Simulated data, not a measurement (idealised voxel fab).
Process module in this document: voxel gate over fins
Xsec cut, 250 nm wide, square cell size 5 nm.
Cross-sections here: square-cell grids, written as top-down lists of bands, a band being one or more rows of cells.
Read a band's entry like this: the first values are the height of its top and the height of its bottom in nm, and what follows is the sequence of materials from left to right, each with its width in nm. Note that "air" is empty space, and that a single material marked "everywhere" reaches across the band from edge to edge.
Counting heights begins at 0, where everything beneath is, in the wafer as received, one material. The lowest band has no bottom; it goes on downwards, as "0 and below" shows.
Width "30->40": first value at the band's top row of cells, second value at its bottom row, equal change from row to row.
Take "stayed the same" at face value: in the step it is given for, the cross-section changed in none of its cells.
In "Voids lacking openings" the enclosed voids are listed, meaning empty spaces of 8 cells or larger without any opening to the top. The form is width x height at distance, distance from the left edge, units nm.
Past the settings on a step's line: simulator remark, on that step.
overlay nm: on a step with a mask, how far right of its planned place the mask lay; negative means left.
## The process steps that were planned are listed below
1 RECEIVE [material Si]
2 CONFORMAL_DEP [material SiN] [thk nm 5]
3 DIRECTIONAL_DEP [material aC] [thk nm 15]
4 PATTERN [tone cover] [mask id FINS] [material resist] [width nm 15] [pitch nm 50] [thk nm 30] [overlay nm 0]
5 DIRECTIONAL_ETCH [etch materials aC] [depth nm 15]
6 STRIP [etch materials resist]
7 DIRECTIONAL_ETCH [etch materials SiN] [depth nm 5]
8 DIRECTIONAL_ETCH [etch materials Si] [depth nm 40]
9 STRIP [etch materials aC]
10 FILL_DEP [material SiO2] [thk nm 15]
11 CMP [height nm 5]
12 DIRECTIONAL_DEP [material aC] [thk nm 10]
13 PATTERN [tone open] [mask id RAIL] [material resist] [width nm 15] [thk nm 25] [overlay nm 0]
14 DIRECTIONAL_ETCH [etch materials aC] [depth nm 10]
15 STRIP [etch materials resist]
16 DIRECTIONAL_ETCH [etch materials SiO2] [depth nm 40]
17 STRIP [etch materials aC]
18 CONFORMAL_DEP [material TiN] [thk nm 5]
19 FILL_DEP [material Ru] [thk nm 5]
20 CMP [height nm 5]
21 SELECTIVE_ETCH [etch materials W Ru TiN] [depth nm 20]
22 FILL_DEP [material SiO2] [thk nm 5]
23 CMP [height nm 5]
24 SELECTIVE_ETCH [etch materials SiO2] [depth nm 15]
25 STRIP [etch materials SiN]
26 CONFORMAL_DEP [material HfO2] [thk nm 5]
27 CONFORMAL_DEP [material TiN] [thk nm 5]
28 FILL_DEP [material W] [thk nm 15]
29 CMP [height nm 20]
30 CONFORMAL_DEP [material SiN] [thk nm 5]
## as received, after step 1
- 0 and below: Si everywhere
- Voids lacking openings: none
## Looking at the first of two wafers in cross-section at end of module - ran to plan
- 25 down to 20: SiN everywhere
- 20 down to 10: W everywhere
- 10 down to 5: 55 nm W, 35 nm TiN, 15 nm W, 35 nm TiN, 15 nm W, 35 nm TiN, 60 nm W
- 5 down to 0: 55 nm W, 5 nm TiN, 25 nm HfO2, 5 nm TiN, 15 nm W, 5 nm TiN, 25 nm HfO2, 5 nm TiN, 15 nm W, 5 nm TiN, 25 nm HfO2, 5 nm TiN, 60 nm W
- 0 down to -5: 60 nm TiN, 5 nm HfO2, 15 nm Si, 5 nm HfO2, 25 nm TiN, 5 nm HfO2, 15 nm Si, 5 nm HfO2, 25 nm TiN, 5 nm HfO2, 15 nm Si, 5 nm HfO2, 65 nm TiN
- -5 down to -10: 65 nm HfO2, 15 nm Si, 35 nm HfO2, 15 nm Si, 35 nm HfO2, 15 nm Si, 70 nm HfO2
- -10 down to -15: 65 nm SiO2, 15 nm Si, 35 nm SiO2, 15 nm Si, 35 nm SiO2, 15 nm Si, 70 nm SiO2
- -15 down to -30: 65 nm SiO2, 15 nm Si, 10 nm SiO2, 5 nm TiN, 5 nm Ru, 5 nm TiN, 10 nm SiO2, 15 nm Si, 35 nm SiO2, 15 nm Si, 70 nm SiO2
- -30 down to -35: 65 nm SiO2, 15 nm Si, 10 nm SiO2, 15 nm TiN, 10 nm SiO2, 15 nm Si, 35 nm SiO2, 15 nm Si, 70 nm SiO2
- -35 down to -40: 65 nm SiO2, 15 nm Si, 35 nm SiO2, 15 nm Si, 35 nm SiO2, 15 nm Si, 70 nm SiO2
- -40 and below: Si everywhere
- Voids lacking openings: none
## Cross-sectional view of the second of two wafers upon completion of the module. This wafer shared its starting condition and process plan with the first; one error was made during its execution
- 25 down to 20: SiN everywhere
- 20 down to 10: W everywhere
- 10 down to 5: 55 nm W, 35 nm TiN, 15 nm W, 35 nm TiN, 15 nm W, 35 nm TiN, 60 nm W
- 5 down to 0: 55 nm W, 5 nm TiN, 25 nm HfO2, 5 nm TiN, 15 nm W, 5 nm TiN, 25 nm HfO2, 5 nm TiN, 15 nm W, 5 nm TiN, 25 nm HfO2, 5 nm TiN, 60 nm W
- 0 down to -5: 60 nm TiN, 5 nm HfO2, 15 nm Si, 5 nm HfO2, 25 nm TiN, 5 nm HfO2, 15 nm Si, 5 nm HfO2, 25 nm TiN, 5 nm HfO2, 15 nm Si, 5 nm HfO2, 65 nm TiN
- -5 down to -10: 65 nm HfO2, 15 nm Si, 35 nm HfO2, 15 nm Si, 35 nm HfO2, 15 nm Si, 70 nm HfO2
- -10 down to -15: 65 nm SiO2, 15 nm Si, 35 nm SiO2, 15 nm Si, 35 nm SiO2, 15 nm Si, 70 nm SiO2
- -15 down to -30: 65 nm SiO2, 15 nm Si, 5 nm SiO2, 5 nm TiN, 15 nm Ru, 5 nm TiN, 5 nm SiO2, 15 nm Si, 35 nm SiO2, 15 nm Si, 70 nm SiO2
- -30 down to -35: 65 nm SiO2, 15 nm Si, 5 nm SiO2, 25 nm TiN, 5 nm SiO2, 15 nm Si, 35 nm SiO2, 15 nm Si, 70 nm SiO2
- -35 down to -40: 65 nm SiO2, 15 nm Si, 35 nm SiO2, 15 nm Si, 35 nm SiO2, 15 nm Si, 70 nm SiO2
- -40 and below: Si everywhere
- Voids lacking openings: none
Short version of what went wrong: the process deviated at step 13: the operation and settings actually run there were PATTERN [tone open] [mask id RAIL] [material resist] [width nm 25] [thk nm 25] [overlay nm 0]
Per the end-of-run cell counts, the second wafer holds more or fewer of some materials than the first: +6 Ru | -8 SiO2 | +2 TiN
